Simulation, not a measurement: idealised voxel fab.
This is a process module. Its name is voxel wiring stack.
Square cells of 5 nm make up the cross-section cut, whose width is 215 nm.
A cross-section is written here as square cells arranged in a grid, and it is given in bands from the top down, each band taking up one or more rows of cells.
The band entry comprises the height of the band's top followed by the height of its bottom, expressed in nm, and subsequently the band's materials from left to right, each stated together with its width in nm. Where a single material is marked with the word "everywhere", that material fills the band from edge to edge. The word "empty" represents empty space.
Heights are reckoned from 0. Under this level, the received wafer is all of one material. The bottommost band is open-ended downward, for example "z 0 and below".
So if you see something like "30->40" for the width, read it as the top row of the band sitting at the first number and the bottom row at the second, with every row in between moving by the same amount as the last.
Given "no change" for a step, no cell of the cross-section differs between before and after that step.
Heads up: "Enclosed internal cavities" only lists the empty pockets with no open path to the top that are 8 cells or more, and it writes them as width x height at distance, distance from the left edge, in nm.
The remark found on a step's line after its settings is issued by the simulator itself and pertains to that step.
Among the settings permitted on a step's line is "overlay nm"; applied to a step with a mask, it specifies the extent to which the mask lay to the right of its planned position, whereas a negative figure signifies a position to the left.

### The planned process steps are enumerated hereunder
- 1: RECEIVE [material Si]
- 2: CONFORMAL_DEP [material SiO2] [thk nm 15]
- 3: DIRECTIONAL_DEP [material TiN] [thk nm 5]
- 4: DIRECTIONAL_DEP [material W] [thk nm 25]
- 5: PATTERN [tone cover] [mask id METAL_1] [material resist] [width nm 25] [pitch nm 40] [thk nm 15] [overlay nm 0]
- 6: DIRECTIONAL_ETCH [etch materials W] [depth nm 25]
- 7: DIRECTIONAL_ETCH [etch materials TiN] [depth nm 5]
- 8: STRIP [etch materials resist]
- 9: FILL_DEP [material lowk] [thk nm 10]
- 10: CMP [height nm 45]
- 11: CONFORMAL_DEP [material SiCN] [thk nm 5]
- 12: DIRECTIONAL_DEP [material SiO2] [thk nm 30]
- 13: DIRECTIONAL_DEP [material aC] [thk nm 10]
- 14: PATTERN [tone open] [mask id METAL_2] [material resist] [width nm 25] [pitch nm 40] [thk nm 25] [overlay nm 0]
- 15: DIRECTIONAL_ETCH [etch materials aC] [depth nm 10]
- 16: STRIP [etch materials resist]
- 17: DIRECTIONAL_ETCH [etch materials SiO2] [depth nm 15]
- 18: STRIP [etch materials aC]
- 19: MASKED_ETCH [tone open] [mask id METAL_2_HOLES] [width nm 15] [pitch nm 40] [etch materials SiO2] [depth nm 15] [overlay nm 0]
- 20: MASKED_ETCH [tone open] [mask id METAL_2_HOLES] [width nm 15] [pitch nm 40] [etch materials SiCN] [depth nm 5] [overlay nm 0]
- 21: CONFORMAL_DEP [material TiN] [thk nm 5]
- 22: FILL_DEP [material Cu] [thk nm 10]
- 23: CMP [height nm 80]
- 24: CONFORMAL_DEP [material SiN] [thk nm 5]

### First of two wafers - as planned

### Cross-section: wafer on arrival = after step 1
z 0 and below  Si everywhere
Enclosed internal cavities: none

### The wafer in cross-section once step 2 is complete
z 15 to 0  SiO2 everywhere
No changes below 0.

### The wafer in cross-section once step 3 is complete
z 20 to 15  TiN everywhere
No changes below 15.

### The wafer in cross-section once step 4 is complete
z 45 to 20  W everywhere
No changes below 20.

### The wafer in cross-section once step 5 is complete
z 60 to 45  empty 35 nm | resist 25 nm | empty 15 nm | resist 25 nm | empty 15 nm | resist 25 nm | empty 15 nm | resist 25 nm | empty 35 nm
No changes below 45.

### The wafer in cross-section once step 6 is complete
z 60 to 45  empty 35 nm | resist 25 nm | empty 15 nm | resist 25 nm | empty 15 nm | resist 25 nm | empty 15 nm | resist 25 nm | empty 35 nm
z 45 to 20  empty 35 nm | W 25 nm | empty 15 nm | W 25 nm | empty 15 nm | W 25 nm | empty 15 nm | W 25 nm | empty 35 nm
No changes below 20.

### The wafer in cross-section once step 7 is complete
z 60 to 45  empty 35 nm | resist 25 nm | empty 15 nm | resist 25 nm | empty 15 nm | resist 25 nm | empty 15 nm | resist 25 nm | empty 35 nm
z 45 to 20  empty 35 nm | W 25 nm | empty 15 nm | W 25 nm | empty 15 nm | W 25 nm | empty 15 nm | W 25 nm | empty 35 nm
z 20 to 15  empty 35 nm | TiN 25 nm | empty 15 nm | TiN 25 nm | empty 15 nm | TiN 25 nm | empty 15 nm | TiN 25 nm | empty 35 nm
No changes below 15.

### The wafer in cross-section once step 8 is complete
z 45 to 20  empty 35 nm | W 25 nm | empty 15 nm | W 25 nm | empty 15 nm | W 25 nm | empty 15 nm | W 25 nm | empty 35 nm
No changes below 20.

### The wafer in cross-section once step 9 is complete
z 55 to 45  lowk everywhere
z 45 to 20  lowk 35 nm | W 25 nm | lowk 15 nm | W 25 nm | lowk 15 nm | W 25 nm | lowk 15 nm | W 25 nm | lowk 35 nm
z 20 to 15  lowk 35 nm | TiN 25 nm | lowk 15 nm | TiN 25 nm | lowk 15 nm | TiN 25 nm | lowk 15 nm | TiN 25 nm | lowk 35 nm
No changes below 15.

### The wafer in cross-section once step 10 is complete
z 45 to 20  lowk 35 nm | W 25 nm | lowk 15 nm | W 25 nm | lowk 15 nm | W 25 nm | lowk 15 nm | W 25 nm | lowk 35 nm
No changes below 20.

### The wafer in cross-section once step 11 is complete
z 50 to 45  SiCN everywhere
No changes below 45.

### The wafer in cross-section once step 12 is complete
z 80 to 50  SiO2 everywhere
No changes below 50.

### The wafer in cross-section once step 13 is complete
z 90 to 80  aC everywhere
No changes below 80.

### The wafer in cross-section once step 14 is complete
z 115 to 90  resist 35 nm | empty 25 nm | resist 15 nm | empty 25 nm | resist 15 nm | empty 25 nm | resist 15 nm | empty 25 nm | resist 35 nm
No changes below 90.

### The wafer in cross-section once step 15 is complete
z 105 to 90  resist 35 nm | empty 25 nm | resist 15 nm | empty 25 nm | resist 15 nm | empty 25 nm | resist 15 nm | empty 25 nm | resist 35 nm
z 90 to 80  aC 35 nm | empty 25 nm | aC 15 nm | empty 25 nm | aC 15 nm | empty 25 nm | aC 15 nm | empty 25 nm | aC 35 nm
No changes below 80.

### The wafer in cross-section once step 16 is complete
z 90 to 80  aC 35 nm | empty 25 nm | aC 15 nm | empty 25 nm | aC 15 nm | empty 25 nm | aC 15 nm | empty 25 nm | aC 35 nm
No changes below 80.

### The wafer in cross-section once step 17 is complete
z 90 to 80  aC 35 nm | empty 25 nm | aC 15 nm | empty 25 nm | aC 15 nm | empty 25 nm | aC 15 nm | empty 25 nm | aC 35 nm
z 80 to 65  SiO2 35 nm | empty 25 nm | SiO2 15 nm | empty 25 nm | SiO2 15 nm | empty 25 nm | SiO2 15 nm | empty 25 nm | SiO2 35 nm
No changes below 65.

### The wafer in cross-section once step 18 is complete
z 80 to 65  SiO2 35 nm | empty 25 nm | SiO2 15 nm | empty 25 nm | SiO2 15 nm | empty 25 nm | SiO2 15 nm | empty 25 nm | SiO2 35 nm
No changes below 65.

### The wafer in cross-section once step 19 is complete
z 80 to 65  SiO2 35 nm | empty 25 nm | SiO2 15 nm | empty 25 nm | SiO2 15 nm | empty 25 nm | SiO2 15 nm | empty 25 nm | SiO2 35 nm
z 65 to 50  SiO2 35 nm | empty 15 nm | SiO2 25 nm | empty 15 nm | SiO2 25 nm | empty 15 nm | SiO2 25 nm | empty 15 nm | SiO2 45 nm
No changes below 50.

### The wafer in cross-section once step 20 is complete
z 80 to 65  SiO2 35 nm | empty 25 nm | SiO2 15 nm | empty 25 nm | SiO2 15 nm | empty 25 nm | SiO2 15 nm | empty 25 nm | SiO2 35 nm
z 65 to 50  SiO2 35 nm | empty 15 nm | SiO2 25 nm | empty 15 nm | SiO2 25 nm | empty 15 nm | SiO2 25 nm | empty 15 nm | SiO2 45 nm
z 50 to 45  SiCN 35 nm | empty 15 nm | SiCN 25 nm | empty 15 nm | SiCN 25 nm | empty 15 nm | SiCN 25 nm | empty 15 nm | SiCN 45 nm
No changes below 45.

### The wafer in cross-section once step 21 is complete
z 85 to 80  TiN 40 nm | empty 15 nm | TiN 25 nm | empty 15 nm | TiN 25 nm | empty 15 nm | TiN 25 nm | empty 15 nm | TiN 40 nm
z 80 to 70  SiO2 35 nm | TiN 5 nm | empty 15 nm | TiN 5 nm | SiO2 15 nm | TiN 5 nm | empty 15 nm | TiN 5 nm | SiO2 15 nm | TiN 5 nm | empty 15 nm | TiN 5 nm | SiO2 15 nm | TiN 5 nm | empty 15 nm | TiN 5 nm | SiO2 35 nm
z 70 to 65  SiO2 35 nm | TiN 5 nm | empty 5 nm | TiN 15 nm | SiO2 15 nm | TiN 5 nm | empty 5 nm | TiN 15 nm | SiO2 15 nm | TiN 5 nm | empty 5 nm | TiN 15 nm | SiO2 15 nm | TiN 5 nm | empty 5 nm | TiN 15 nm | SiO2 35 nm
z 65 to 50  SiO2 35 nm | TiN 5 nm | empty 5 nm | TiN 5 nm | SiO2 25 nm | TiN 5 nm | empty 5 nm | TiN 5 nm | SiO2 25 nm | TiN 5 nm | empty 5 nm | TiN 5 nm | SiO2 25 nm | TiN 5 nm | empty 5 nm | TiN 5 nm | SiO2 45 nm
z 50 to 45  SiCN 35 nm | TiN 15 nm | SiCN 25 nm | TiN 15 nm | SiCN 25 nm | TiN 15 nm | SiCN 25 nm | TiN 15 nm | SiCN 45 nm
No changes below 45.

### The wafer in cross-section once step 22 is complete
z 95 to 85  Cu everywhere
z 85 to 80  TiN 40 nm | Cu 15 nm | TiN 25 nm | Cu 15 nm | TiN 25 nm | Cu 15 nm | TiN 25 nm | Cu 15 nm | TiN 40 nm
z 80 to 70  SiO2 35 nm | TiN 5 nm | Cu 15 nm | TiN 5 nm | SiO2 15 nm | TiN 5 nm | Cu 15 nm | TiN 5 nm | SiO2 15 nm | TiN 5 nm | Cu 15 nm | TiN 5 nm | SiO2 15 nm | TiN 5 nm | Cu 15 nm | TiN 5 nm | SiO2 35 nm
z 70 to 65  SiO2 35 nm | TiN 5 nm | Cu 5 nm | TiN 15 nm | SiO2 15 nm | TiN 5 nm | Cu 5 nm | TiN 15 nm | SiO2 15 nm | TiN 5 nm | Cu 5 nm | TiN 15 nm | SiO2 15 nm | TiN 5 nm | Cu 5 nm | TiN 15 nm | SiO2 35 nm
z 65 to 50  SiO2 35 nm | TiN 5 nm | Cu 5 nm | TiN 5 nm | SiO2 25 nm | TiN 5 nm | Cu 5 nm | TiN 5 nm | SiO2 25 nm | TiN 5 nm | Cu 5 nm | TiN 5 nm | SiO2 25 nm | TiN 5 nm | Cu 5 nm | TiN 5 nm | SiO2 45 nm
No changes below 50.

### The wafer in cross-section once step 23 is complete
z 80 to 70  SiO2 35 nm | TiN 5 nm | Cu 15 nm | TiN 5 nm | SiO2 15 nm | TiN 5 nm | Cu 15 nm | TiN 5 nm | SiO2 15 nm | TiN 5 nm | Cu 15 nm | TiN 5 nm | SiO2 15 nm | TiN 5 nm | Cu 15 nm | TiN 5 nm | SiO2 35 nm
No changes below 70.

### The wafer in cross-section once step 24 is complete
z 85 to 80  SiN everywhere
No changes below 80.

### Here the second wafer is described. Its start and its plan were those of the first wafer. Its run contained one mistake. Up to and including step 13, it did exactly what the first wafer did

### Here is the second wafer in cross-section at the point where step 14 of the plan should have been done
z 115 to 90  empty 35 nm | resist 25 nm | empty 15 nm | resist 25 nm | empty 15 nm | resist 25 nm | empty 15 nm | resist 25 nm | empty 35 nm
No changes below 90.

### Here is the second wafer in cross-section at the point where step 15 of the plan should have been done
z 105 to 90  empty 35 nm | resist 25 nm | empty 15 nm | resist 25 nm | empty 15 nm | resist 25 nm | empty 15 nm | resist 25 nm | empty 35 nm
z 90 to 80  empty 35 nm | aC 25 nm | empty 15 nm | aC 25 nm | empty 15 nm | aC 25 nm | empty 15 nm | aC 25 nm | empty 35 nm
No changes below 80.

### Here is the second wafer in cross-section at the point where step 16 of the plan should have been done
z 90 to 80  empty 35 nm | aC 25 nm | empty 15 nm | aC 25 nm | empty 15 nm | aC 25 nm | empty 15 nm | aC 25 nm | empty 35 nm
No changes below 80.

### Here is the second wafer in cross-section at the point where step 17 of the plan should have been done
z 90 to 80  empty 35 nm | aC 25 nm | empty 15 nm | aC 25 nm | empty 15 nm | aC 25 nm | empty 15 nm | aC 25 nm | empty 35 nm
z 80 to 65  empty 35 nm | SiO2 25 nm | empty 15 nm | SiO2 25 nm | empty 15 nm | SiO2 25 nm | empty 15 nm | SiO2 25 nm | empty 35 nm
No changes below 65.

### Here is the second wafer in cross-section at the point where step 18 of the plan should have been done
z 80 to 65  empty 35 nm | SiO2 25 nm | empty 15 nm | SiO2 25 nm | empty 15 nm | SiO2 25 nm | empty 15 nm | SiO2 25 nm | empty 35 nm
No changes below 65.

### Here is the second wafer in cross-section at the point where step 19 of the plan should have been done
z 80 to 65  empty 50 nm | SiO2 10 nm | empty 30 nm | SiO2 10 nm | empty 30 nm | SiO2 10 nm | empty 30 nm | SiO2 10 nm | empty 35 nm
No changes below 65.

Here is the second wafer in cross-section at the point where step 20 of the plan should have been done: no change

### Here is the second wafer in cross-section at the point where step 21 of the plan should have been done
z 85 to 80  empty 45 nm | TiN 20 nm | empty 20 nm | TiN 20 nm | empty 20 nm | TiN 20 nm | empty 20 nm | TiN 20 nm | empty 30 nm
z 80 to 70  empty 45 nm | TiN 5 nm | SiO2 10 nm | TiN 5 nm | empty 20 nm | TiN 5 nm | SiO2 10 nm | TiN 5 nm | empty 20 nm | TiN 5 nm | SiO2 10 nm | TiN 5 nm | empty 20 nm | TiN 5 nm | SiO2 10 nm | TiN 5 nm | empty 30 nm
z 70 to 65  TiN 50 nm | SiO2 10 nm | TiN 30 nm | SiO2 10 nm | TiN 30 nm | SiO2 10 nm | TiN 30 nm | SiO2 10 nm | TiN 35 nm
No changes below 65.

### Here is the second wafer in cross-section at the point where step 22 of the plan should have been done
z 95 to 85  Cu everywhere
z 85 to 80  Cu 45 nm | TiN 20 nm | Cu 20 nm | TiN 20 nm | Cu 20 nm | TiN 20 nm | Cu 20 nm | TiN 20 nm | Cu 30 nm
z 80 to 70  Cu 45 nm | TiN 5 nm | SiO2 10 nm | TiN 5 nm | Cu 20 nm | TiN 5 nm | SiO2 10 nm | TiN 5 nm | Cu 20 nm | TiN 5 nm | SiO2 10 nm | TiN 5 nm | Cu 20 nm | TiN 5 nm | SiO2 10 nm | TiN 5 nm | Cu 30 nm
No changes below 70.

### Here is the second wafer in cross-section at the point where step 23 of the plan should have been done
z 80 to 70  Cu 45 nm | TiN 5 nm | SiO2 10 nm | TiN 5 nm | Cu 20 nm | TiN 5 nm | SiO2 10 nm | TiN 5 nm | Cu 20 nm | TiN 5 nm | SiO2 10 nm | TiN 5 nm | Cu 20 nm | TiN 5 nm | SiO2 10 nm | TiN 5 nm | Cu 30 nm
No changes below 70.

### Here is the second wafer in cross-section at the point where step 24 of the plan should have been done
z 85 to 80  SiN everywhere
No changes below 80.
what went wrong: step 14 went in with a setting other than planned; the actual run was PATTERN [tone cover] [mask id METAL_2] [material resist] [width nm 25] [pitch nm 40] [thk nm 25] [overlay nm 0]
Upon completion, the second wafer contains, in terms of cells, a greater or smaller amount of certain materials than the first wafer: +14 Cu; +12 SiCN; -9 SiO2; -17 TiN
